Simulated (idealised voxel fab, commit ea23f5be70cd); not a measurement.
The following is a process module called voxel fin reveal.
275 nm wide, 5 nm square cells: that's cross-section cut.
Cross-sections here: square-cell grids, written as top-down lists of bands, a band being one or more rows of cells. The band entry comprises the height of the band's top followed by the height of its bottom, expressed in nm, and subsequently the band's materials from left to right, each stated together with its width in nm. Where a single material is marked with the word "edge to edge", that material fills the band from edge to edge. The word "air" represents empty space. Zero point of the height axis is 0; under it, received wafer = one material. Lowest band: continues down indefinitely, "0..down". A two-number width, for instance "30..40", indicates that the width is equal to the first number in the top row of the band and to the second number in the bottom row, and that it changes by a constant amount per row of cells. Reading "everything unchanged" for a step: not a cell of the cross-section changed in it. Basically, "Internal closed voids" tells you about the enclosed voids: empty spaces with no open way to the top, 8 cells or bigger, each written width x height at distance, where distance is from the left edge, all in nm. Whatever follows a step's settings on its line is a remark the simulator itself makes about that step. A step line may carry the setting "overlay nm", which, for steps involving a mask, states the distance by which the mask lay to the right of its intended position; negative values denote displacement to the left. Pairs from here to the end. Each: cross-section before one process step, cross-section after it, the latter only as far down as the lowest band that changed. Under each: the step between, and its settings. Mind that the pairs may be taken from different runs of this module on the same starting wafer; whether a pair continues from the pair above depends on its entry headed "Pre-process", and it does only where that entry says so.

PRE-PROCESS
    0..down = Si edge to edge
    Internal closed voids: none

STRUCTURE AFTER STEP
    5..0 = SiN edge to edge
    Whatever lies below 0 is exactly as it was before.
    Internal closed voids: none
Step that separates the before view from the after view above: CONFORMAL_DEP,material SiN,thk nm 5

Pre-process: This step starts from the configuration shown after the step in the pair immediately above.

STRUCTURE AFTER STEP
    5..0 = 75 air, 15 SiN, 20 air, 15 SiN, 20 air, 15 SiN, 20 air, 15 SiN, 80 air
    Whatever lies below 0 is exactly as it was before.
    Internal closed voids: none
Step that separates the before view from the after view above: MASKED_ETCH,tone cover,mask id FINS,width nm 15,pitch nm 35,etch materials SiN,depth nm 5,overlay nm 0

Pre-process: This step starts from the configuration shown after the step in the pair immediately above.

STRUCTURE AFTER STEP
    5..0 = 75 air, 15 SiN, 20 air, 15 SiN, 20 air, 15 SiN, 20 air, 15 SiN, 80 air
    0..-40 = 75 air, 15 Si, 20 air, 15 Si, 20 air, 15 Si, 20 air, 15 Si, 80 air
    Whatever lies below -40 is exactly as it was before.
    Internal closed voids: none
Step that separates the before view from the after view above: MASKED_ETCH,tone cover,mask id FINS,width nm 15,pitch nm 35,etch materials Si,depth nm 40,overlay nm 0

Pre-process: This step starts from the configuration shown after the step in the pair immediately above.

STRUCTURE AFTER STEP
    5..0 = 75 air, 15 SiN, 20 air, 15 SiN, 20 air, 15 SiN, 20 air, 15 SiN, 80 air
    0..-40 = 75 air, 5 SiO2, 5 Si, 5 SiO2, 20 air, 5 SiO2, 5 Si, 5 SiO2, 20 air, 5 SiO2, 5 Si, 5 SiO2, 20 air, 5 SiO2, 5 Si, 5 SiO2, 80 air
    -40..-45 = 80 SiO2, 5 Si, 30 SiO2, 5 Si, 30 SiO2, 5 Si, 30 SiO2, 5 Si, 85 SiO2
    Whatever lies below -45 is exactly as it was before.
    Internal closed voids: none
Step that separates the before view from the after view above: OXIDIZE,depth nm 5

Pre-process: This step starts from the configuration shown after the step in the pair immediately above.

STRUCTURE AFTER STEP
    20..5 = SiO2 edge to edge
    5..0 = 75 SiO2, 15 SiN, 20 SiO2, 15 SiN, 20 SiO2, 15 SiN, 20 SiO2, 15 SiN, 80 SiO2
    0..-45 = 80 SiO2, 5 Si, 30 SiO2, 5 Si, 30 SiO2, 5 Si, 30 SiO2, 5 Si, 85 SiO2
    Whatever lies below -45 is exactly as it was before.
    Internal closed voids: none
Step that separates the before view from the after view above: FILL_DEP,material SiO2,thk nm 15

Pre-process: This step starts from the configuration shown after the step in the pair immediately above.

STRUCTURE AFTER STEP
    5..0 = 75 SiO2, 15 SiN, 20 SiO2, 15 SiN, 20 SiO2, 15 SiN, 20 SiO2, 15 SiN, 80 SiO2
    Whatever lies below 0 is exactly as it was before.
    Internal closed voids: none
Step that separates the before view from the after view above: CMP,height nm 5

Pre-process: This step starts from the configuration shown after the step in the pair immediately above.

STRUCTURE AFTER STEP
    5..0 = 75 air, 15 SiN, 20 air, 15 SiN, 20 air, 15 SiN, 20 air, 15 SiN, 80 air
    0..-15 = 80 air, 5 Si, 30 air, 5 Si, 30 air, 5 Si, 30 air, 5 Si, 85 air
    Whatever lies below -15 is exactly as it was before.
    Internal closed voids: none
Step that separates the before view from the after view above: SELECTIVE_ETCH,etch materials SiO2,depth nm 20

Pre-process: This step starts from the configuration shown after the step in the pair immediately above.

STRUCTURE AFTER STEP
    0..-15 = 80 air, 5 Si, 30 air, 5 Si, 30 air, 5 Si, 30 air, 5 Si, 85 air
    Whatever lies below -15 is exactly as it was before.
    Internal closed voids: none
Step that separates the before view from the after view above: STRIP,etch materials SiN

PRE-PROCESS
    0..down = Si edge to edge
    Internal closed voids: none

STRUCTURE AFTER STEP
    0..-40 = 75 air, 15 Si, 20 air, 15 Si, 20 air, 15 Si, 20 air, 15 Si, 80 air
    Whatever lies below -40 is exactly as it was before.
    Internal closed voids: none
Step that separates the before view from the after view above: MASKED_ETCH,tone cover,mask id FINS,width nm 15,pitch nm 35,etch materials Si,depth nm 40,overlay nm 0

Pre-process: This step starts from the configuration shown after the step in the pair immediately above.

STRUCTURE AFTER STEP
    0..-5 = 75 air, 15 SiO2, 20 air, 15 SiO2, 20 air, 15 SiO2, 20 air, 15 SiO2, 80 air
    -5..-40 = 75 air, 5 SiO2, 5 Si, 5 SiO2, 20 air, 5 SiO2, 5 Si, 5 SiO2, 20 air, 5 SiO2, 5 Si, 5 SiO2, 20 air, 5 SiO2, 5 Si, 5 SiO2, 80 air
    -40..-45 = 80 SiO2, 5 Si, 30 SiO2, 5 Si, 30 SiO2, 5 Si, 30 SiO2, 5 Si, 85 SiO2
    Whatever lies below -45 is exactly as it was before.
    Internal closed voids: none
Step that separates the before view from the after view above: OXIDIZE,depth nm 5

Pre-process: This step starts from the configuration shown after the step in the pair immediately above.

STRUCTURE AFTER STEP
    15..-5 = SiO2 edge to edge
    -5..-45 = 80 SiO2, 5 Si, 30 SiO2, 5 Si, 30 SiO2, 5 Si, 30 SiO2, 5 Si, 85 SiO2
    Whatever lies below -45 is exactly as it was before.
    Internal closed voids: none
Step that separates the before view from the after view above: FILL_DEP,material SiO2,thk nm 15

Pre-process: This step starts from the configuration shown after the step in the pair immediately above.

STRUCTURE AFTER STEP
    5..-5 = SiO2 edge to edge
    Whatever lies below -5 is exactly as it was before.
    Internal closed voids: none
Step that separates the before view from the after view above: CMP,height nm 5

Pre-process: This step starts from the configuration shown after the step in the pair immediately above.

STRUCTURE AFTER STEP
    -5..-15 = 80 air, 5 Si, 30 air, 5 Si, 30 air, 5 Si, 30 air, 5 Si, 85 air
    Whatever lies below -15 is exactly as it was before.
    Internal closed voids: none
Step that separates the before view from the after view above: SELECTIVE_ETCH,etch materials SiO2,depth nm 20

PRE-PROCESS
    5..0 = 75 air, 15 SiN, 20 air, 15 SiN, 20 air, 15 SiN, 20 air, 15 SiN, 80 air
    0..-15 = 80 air, 5 Si, 30 air, 5 Si, 30 air, 5 Si, 30 air, 5 Si, 85 air
    -15..-45 = 80 SiO2, 5 Si, 30 SiO2, 5 Si, 30 SiO2, 5 Si, 30 SiO2, 5 Si, 85 SiO2
    -45..down = Si edge to edge
    Internal closed voids: none

STRUCTURE AFTER STEP
    5..0 = 75 air, 15 SiN, 20 air, 15 SiN, 20 air, 15 SiN, 20 air, 15 SiN, 80 air
    0..-35 = 80 air, 5 Si, 30 air, 5 Si, 30 air, 5 Si, 30 air, 5 Si, 85 air
    Whatever lies below -35 is exactly as it was before.
    Internal closed voids: none
Step that separates the before view from the after view above: SELECTIVE_ETCH,etch materials SiO2,depth nm 20

Pre-process: This step starts from the configuration shown after the step in the pair immediately above.

STRUCTURE AFTER STEP
    0..-35 = 80 air, 5 Si, 30 air, 5 Si, 30 air, 5 Si, 30 air, 5 Si, 85 air
    Whatever lies below -35 is exactly as it was before.
    Internal closed voids: none
Step that separates the before view from the after view above: STRIP,etch materials SiN

PRE-PROCESS
    5..0 = 75 SiO2, 15 SiN, 20 SiO2, 15 SiN, 20 SiO2, 15 SiN, 20 SiO2, 15 SiN, 80 SiO2
    0..-45 = 80 SiO2, 5 Si, 30 SiO2, 5 Si, 30 SiO2, 5 Si, 30 SiO2, 5 Si, 85 SiO2
    -45..down = Si edge to edge
    Internal closed voids: none

STRUCTURE AFTER STEP
    5..0 = 75 SiO2, 15 air, 20 SiO2, 15 air, 20 SiO2, 15 air, 20 SiO2, 15 air, 80 SiO2
    Whatever lies below 0 is exactly as it was before.
    Internal closed voids: none
Step that separates the before view from the after view above: STRIP,etch materials SiN

Pre-process: This step starts from the configuration shown after the step in the pair immediately above.

STRUCTURE AFTER STEP
    0..-15 = 80 air, 5 Si, 30 air, 5 Si, 30 air, 5 Si, 30 air, 5 Si, 85 air
    -15..-20 = 55 SiO2, 25 air, 5 Si, 30 air, 5 Si, 30 air, 5 Si, 30 air, 5 Si, 25 air, 60 SiO2
    Whatever lies below -20 is exactly as it was before.
    Internal closed voids: none
Step that separates the before view from the after view above: SELECTIVE_ETCH,etch materials SiO2,depth nm 20

PRE-PROCESS
    5..0 = 75 air, 15 SiN, 20 air, 15 SiN, 20 air, 15 SiN, 20 air, 15 SiN, 80 air
    0..down = Si edge to edge
    Internal closed voids: none

STRUCTURE AFTER STEP
    5..0 = 75 air, 15 SiN, 20 air, 15 SiN, 20 air, 15 SiN, 20 air, 15 SiN, 80 air
    0..-45 = 75 air, 15 Si, 20 air, 15 Si, 20 air, 15 Si, 20 air, 15 Si, 80 air
    Whatever lies below -45 is exactly as it was before.
    Internal closed voids: none
Step that separates the before view from the after view above: MASKED_ETCH,tone cover,mask id FINS,width nm 15,pitch nm 35,etch materials Si,depth nm 45,overlay nm 0

Pre-process: This step starts from the configuration shown after the step in the pair immediately above.

STRUCTURE AFTER STEP
    5..0 = 75 air, 15 SiN, 20 air, 15 SiN, 20 air, 15 SiN, 20 air, 15 SiN, 80 air
    0..-45 = 75 air, 5 SiO2, 5 Si, 5 SiO2, 20 air, 5 SiO2, 5 Si, 5 SiO2, 20 air, 5 SiO2, 5 Si, 5 SiO2, 20 air, 5 SiO2, 5 Si, 5 SiO2, 80 air
    -45..-50 = 80 SiO2, 5 Si, 30 SiO2, 5 Si, 30 SiO2, 5 Si, 30 SiO2, 5 Si, 85 SiO2
    Whatever lies below -50 is exactly as it was before.
    Internal closed voids: none
Step that separates the before view from the after view above: OXIDIZE,depth nm 5

Pre-process: This step starts from the configuration shown after the step in the pair immediately above.

STRUCTURE AFTER STEP
    20..5 = SiO2 edge to edge
    5..0 = 75 SiO2, 15 SiN, 20 SiO2, 15 SiN, 20 SiO2, 15 SiN, 20 SiO2, 15 SiN, 80 SiO2
    0..-50 = 80 SiO2, 5 Si, 30 SiO2, 5 Si, 30 SiO2, 5 Si, 30 SiO2, 5 Si, 85 SiO2
    Whatever lies below -50 is exactly as it was before.
    Internal closed voids: none
Step that separates the before view from the after view above: FILL_DEP,material SiO2,thk nm 15

Pre-process: This step starts from the configuration shown after the step in the pair immediately above.

STRUCTURE AFTER STEP
    5..0 = 75 SiO2, 15 SiN, 20 SiO2, 15 SiN, 20 SiO2, 15 SiN, 20 SiO2, 15 SiN, 80 SiO2
    Whatever lies below 0 is exactly as it was before.
    Internal closed voids: none
Step that separates the before view from the after view above: CMP,height nm 5

Pre-process: This step starts from the configuration shown after the step in the pair immediately above.

STRUCTURE AFTER STEP
    5..0 = 75 air, 15 SiN, 20 air, 15 SiN, 20 air, 15 SiN, 20 air, 15 SiN, 80 air
    0..-15 = 80 air, 5 Si, 30 air, 5 Si, 30 air, 5 Si, 30 air, 5 Si, 85 air
    Whatever lies below -15 is exactly as it was before.
    Internal closed voids: none
Step that separates the before view from the after view above: SELECTIVE_ETCH,etch materials SiO2,depth nm 20

Pre-process: This step starts from the configuration shown after the step in the pair immediately above.

STRUCTURE AFTER STEP
    0..-15 = 80 air, 5 Si, 30 air, 5 Si, 30 air, 5 Si, 30 air, 5 Si, 85 air
    Whatever lies below -15 is exactly as it was before.
    Internal closed voids: none
Step that separates the before view from the after view above: STRIP,etch materials SiN

PRE-PROCESS
    5..0 = SiN edge to edge
    0..down = Si edge to edge
    Internal closed voids: none

STRUCTURE AFTER STEP
    5..0 = 75 air, 20 SiN, 15 air, 20 SiN, 15 air, 20 SiN, 15 air, 20 SiN, 75 air
    Whatever lies below 0 is exactly as it was before.
    Internal closed voids: none
Step that separates the before view from the after view above: MASKED_ETCH,tone cover,mask id FINS,width nm 20,pitch nm 35,etch materials SiN,depth nm 5,overlay nm 0

Pre-process: This step starts from the configuration shown after the step in the pair immediately above.

STRUCTURE AFTER STEP
    5..0 = 75 air, 20 SiN, 15 air, 20 SiN, 15 air, 20 SiN, 15 air, 20 SiN, 75 air
    0..-40 = 75 air, 20 Si, 15 air, 20 Si, 15 air, 20 Si, 15 air, 20 Si, 75 air
    Whatever lies below -40 is exactly as it was before.
    Internal closed voids: none
Step that separates the before view from the after view above: MASKED_ETCH,tone cover,mask id FINS,width nm 15,pitch nm 35,etch materials Si,depth nm 40,overlay nm 0

Pre-process: This step starts from the configuration shown after the step in the pair immediately above.

STRUCTURE AFTER STEP
    5..0 = 75 air, 20 SiN, 15 air, 20 SiN, 15 air, 20 SiN, 15 air, 20 SiN, 75 air
    0..-40 = 75 air, 5 SiO2, 10 Si, 5 SiO2, 15 air, 5 SiO2, 10 Si, 5 SiO2, 15 air, 5 SiO2, 10 Si, 5 SiO2, 15 air, 5 SiO2, 10 Si, 5 SiO2, 75 air
    -40..-45 = 80 SiO2, 10 Si, 25 SiO2, 10 Si, 25 SiO2, 10 Si, 25 SiO2, 10 Si, 80 SiO2
    Whatever lies below -45 is exactly as it was before.
    Internal closed voids: none
Step that separates the before view from the after view above: OXIDIZE,depth nm 5

Pre-process: This step starts from the configuration shown after the step in the pair immediately above.

STRUCTURE AFTER STEP
    20..5 = SiO2 edge to edge
    5..0 = 75 SiO2, 20 SiN, 15 SiO2, 20 SiN, 15 SiO2, 20 SiN, 15 SiO2, 20 SiN, 75 SiO2
    0..-45 = 80 SiO2, 10 Si, 25 SiO2, 10 Si, 25 SiO2, 10 Si, 25 SiO2, 10 Si, 80 SiO2
    Whatever lies below -45 is exactly as it was before.
    Internal closed voids: none
Step that separates the before view from the after view above: FILL_DEP,material SiO2,thk nm 15

Pre-process: This step starts from the configuration shown after the step in the pair immediately above.

STRUCTURE AFTER STEP
    5..0 = 75 SiO2, 20 SiN, 15 SiO2, 20 SiN, 15 SiO2, 20 SiN, 15 SiO2, 20 SiN, 75 SiO2
    Whatever lies below 0 is exactly as it was before.
    Internal closed voids: none
Step that separates the before view from the after view above: CMP,height nm 5

Pre-process: This step starts from the configuration shown after the step in the pair immediately above.

STRUCTURE AFTER STEP
    5..0 = 75 air, 20 SiN, 15 air, 20 SiN, 15 air, 20 SiN, 15 air, 20 SiN, 75 air
    0..-15 = 80 air, 10 Si, 25 air, 10 Si, 25 air, 10 Si, 25 air, 10 Si, 80 air
    Whatever lies below -15 is exactly as it was before.
    Internal closed voids: none
Step that separates the before view from the after view above: SELECTIVE_ETCH,etch materials SiO2,depth nm 20

Pre-process: This step starts from the configuration shown after the step in the pair immediately above.

STRUCTURE AFTER STEP
    0..-15 = 80 air, 10 Si, 25 air, 10 Si, 25 air, 10 Si, 25 air, 10 Si, 80 air
    Whatever lies below -15 is exactly as it was before.
    Internal closed voids: none
Step that separates the before view from the after view above: STRIP,etch materials SiN

PRE-PROCESS
    5..0 = 75 air, 15 SiN, 20 air, 15 SiN, 20 air, 15 SiN, 20 air, 15 SiN, 80 air
    0..down = Si edge to edge
    Internal closed voids: none

STRUCTURE AFTER STEP
    5..0 = 75 air, 15 SiN, 20 air, 15 SiN, 20 air, 15 SiN, 20 air, 15 SiN, 80 air
    0..-40 = 70 air, 20 Si, 15 air, 20 Si, 15 air, 20 Si, 15 air, 20 Si, 80 air
    Whatever lies below -40 is exactly as it was before.
    Internal closed voids: none
Step that separates the before view from the after view above: MASKED_ETCH,tone cover,mask id FINS,width nm 15,pitch nm 35,etch materials Si,depth nm 40,overlay nm -5

Pre-process: This step starts from the configuration shown after the step in the pair immediately above.

STRUCTURE AFTER STEP
    5..0 = 75 air, 15 SiN, 20 air, 15 SiN, 20 air, 15 SiN, 20 air, 15 SiN, 80 air
    0..-5 = 70 air, 10 SiO2, 5 Si, 5 SiO2, 15 air, 10 SiO2, 5 Si, 5 SiO2, 15 air, 10 SiO2, 5 Si, 5 SiO2, 15 air, 10 SiO2, 5 Si, 5 SiO2, 80 air
    -5..-40 = 70 air, 5 SiO2, 10 Si, 5 SiO2, 15 air, 5 SiO2, 10 Si, 5 SiO2, 15 air, 5 SiO2, 10 Si, 5 SiO2, 15 air, 5 SiO2, 10 Si, 5 SiO2, 80 air
    -40..-45 = 75 SiO2, 10 Si, 25 SiO2, 10 Si, 25 SiO2, 10 Si, 25 SiO2, 10 Si, 85 SiO2
    Whatever lies below -45 is exactly as it was before.
    Internal closed voids: none
Step that separates the before view from the after view above: OXIDIZE,depth nm 5

Pre-process: This step starts from the configuration shown after the step in the pair immediately above.

STRUCTURE AFTER STEP
    20..5 = SiO2 edge to edge
    5..0 = 75 SiO2, 15 SiN, 20 SiO2, 15 SiN, 20 SiO2, 15 SiN, 20 SiO2, 15 SiN, 80 SiO2
    0..-5 = 80 SiO2, 5 Si, 30 SiO2, 5 Si, 30 SiO2, 5 Si, 30 SiO2, 5 Si, 85 SiO2
    -5..-45 = 75 SiO2, 10 Si, 25 SiO2, 10 Si, 25 SiO2, 10 Si, 25 SiO2, 10 Si, 85 SiO2
    Whatever lies below -45 is exactly as it was before.
    Internal closed voids: none
Step that separates the before view from the after view above: FILL_DEP,material SiO2,thk nm 15

Pre-process: This step starts from the configuration shown after the step in the pair immediately above.

STRUCTURE AFTER STEP
    5..0 = 75 SiO2, 15 SiN, 20 SiO2, 15 SiN, 20 SiO2, 15 SiN, 20 SiO2, 15 SiN, 80 SiO2
    Whatever lies below 0 is exactly as it was before.
    Internal closed voids: none
Step that separates the before view from the after view above: CMP,height nm 5

Pre-process: This step starts from the configuration shown after the step in the pair immediately above.

STRUCTURE AFTER STEP
    5..0 = 75 air, 15 SiN, 20 air, 15 SiN, 20 air, 15 SiN, 20 air, 15 SiN, 80 air
    0..-5 = 80 air, 5 Si, 30 air, 5 Si, 30 air, 5 Si, 30 air, 5 Si, 85 air
    -5..-15 = 75 air, 10 Si, 25 air, 10 Si, 25 air, 10 Si, 25 air, 10 Si, 85 air
    Whatever lies below -15 is exactly as it was before.
    Internal closed voids: none
Step that separates the before view from the after view above: SELECTIVE_ETCH,etch materials SiO2,depth nm 20

Pre-process: This step starts from the configuration shown after the step in the pair immediately above.

STRUCTURE AFTER STEP
    0..-5 = 80 air, 5 Si, 30 air, 5 Si, 30 air, 5 Si, 30 air, 5 Si, 85 air
    Whatever lies below -5 is exactly as it was before.
    Internal closed voids: none
Step that separates the before view from the after view above: STRIP,etch materials SiN

PRE-PROCESS
    5..0 = 75 air, 15 SiN, 20 air, 15 SiN, 20 air, 15 SiN, 20 air, 15 SiN, 80 air
    0..-15 = 80 air, 5 Si, 30 air, 5 Si, 30 air, 5 Si, 30 air, 5 Si, 85 air
    -15..-45 = 80 SiO2, 5 Si, 30 SiO2, 5 Si, 30 SiO2, 5 Si, 30 SiO2, 5 Si, 85 SiO2
    -45..down = Si edge to edge
    Internal closed voids: none

STRUCTURE AFTER STEP
    5..0 = 75 air, 15 SiN, 20 air, 15 SiN, 20 air, 15 SiN, 20 air, 15 SiN, 80 air
    0..-45 = 80 air, 5 Si, 30 air, 5 Si, 30 air, 5 Si, 30 air, 5 Si, 85 air
    Whatever lies below -45 is exactly as it was before.
    Internal closed voids: none
Step that separates the before view from the after view above: STRIP,etch materials SiO2

PRE-PROCESS
    5..0 = SiN edge to edge
    0..down = Si edge to edge
    Internal closed voids: none

STRUCTURE AFTER STEP
    5..0 = 75 SiN, 15 air, 20 SiN, 15 air, 20 SiN, 15 air, 20 SiN, 15 air, 80 SiN
    Whatever lies below 0 is exactly as it was before.
    Internal closed voids: none
Step that separates the before view from the after view above: MASKED_ETCH,tone open,mask id FINS,width nm 15,pitch nm 35,etch materials SiN,depth nm 5,overlay nm 0

Pre-process: This step starts from the configuration shown after the step in the pair immediately above.

STRUCTURE AFTER STEP
    5..0 = 75 SiN, 15 air, 20 SiN, 15 air, 20 SiN, 15 air, 20 SiN, 15 air, 80 SiN
    0..-5 = 70 Si, 25 SiO2, 10 Si, 25 SiO2, 10 Si, 25 SiO2, 10 Si, 25 SiO2, 75 Si
    Whatever lies below -5 is exactly as it was before.
    Internal closed voids: none
Step that separates the before view from the after view above: OXIDIZE,depth nm 5

Pre-process: This step starts from the configuration shown after the step in the pair immediately above.

STRUCTURE AFTER STEP
    20..5 = SiO2 edge to edge
    5..0 = 75 SiN, 15 SiO2, 20 SiN, 15 SiO2, 20 SiN, 15 SiO2, 20 SiN, 15 SiO2, 80 SiN
    Whatever lies below 0 is exactly as it was before.
    Internal closed voids: none
Step that separates the before view from the after view above: FILL_DEP,material SiO2,thk nm 15

Pre-process: This step starts from the configuration shown after the step in the pair immediately above.

STRUCTURE AFTER STEP
    5..0 = 75 SiN, 15 SiO2, 20 SiN, 15 SiO2, 20 SiN, 15 SiO2, 20 SiN, 15 SiO2, 80 SiN
    Whatever lies below 0 is exactly as it was before.
    Internal closed voids: none
Step that separates the before view from the after view above: CMP,height nm 5

Pre-process: This step starts from the configuration shown after the step in the pair immediately above.

STRUCTURE AFTER STEP
    5..0 = 75 SiN, 15 air, 20 SiN, 15 air, 20 SiN, 15 air, 20 SiN, 15 air, 80 SiN
    0..-5 = 70 Si, 25 air, 10 Si, 25 air, 10 Si, 25 air, 10 Si, 25 air, 75 Si
    Whatever lies below -5 is exactly as it was before.
    Internal closed voids: none
Step that separates the before view from the after view above: SELECTIVE_ETCH,etch materials SiO2,depth nm 20

Pre-process: This step starts from the configuration shown after the step in the pair immediately above.

STRUCTURE AFTER STEP
    0..-5 = 70 Si, 25 air, 10 Si, 25 air, 10 Si, 25 air, 10 Si, 25 air, 75 Si
    Whatever lies below -5 is exactly as it was before.
    Internal closed voids: none
Step that separates the before view from the after view above: STRIP,etch materials SiN
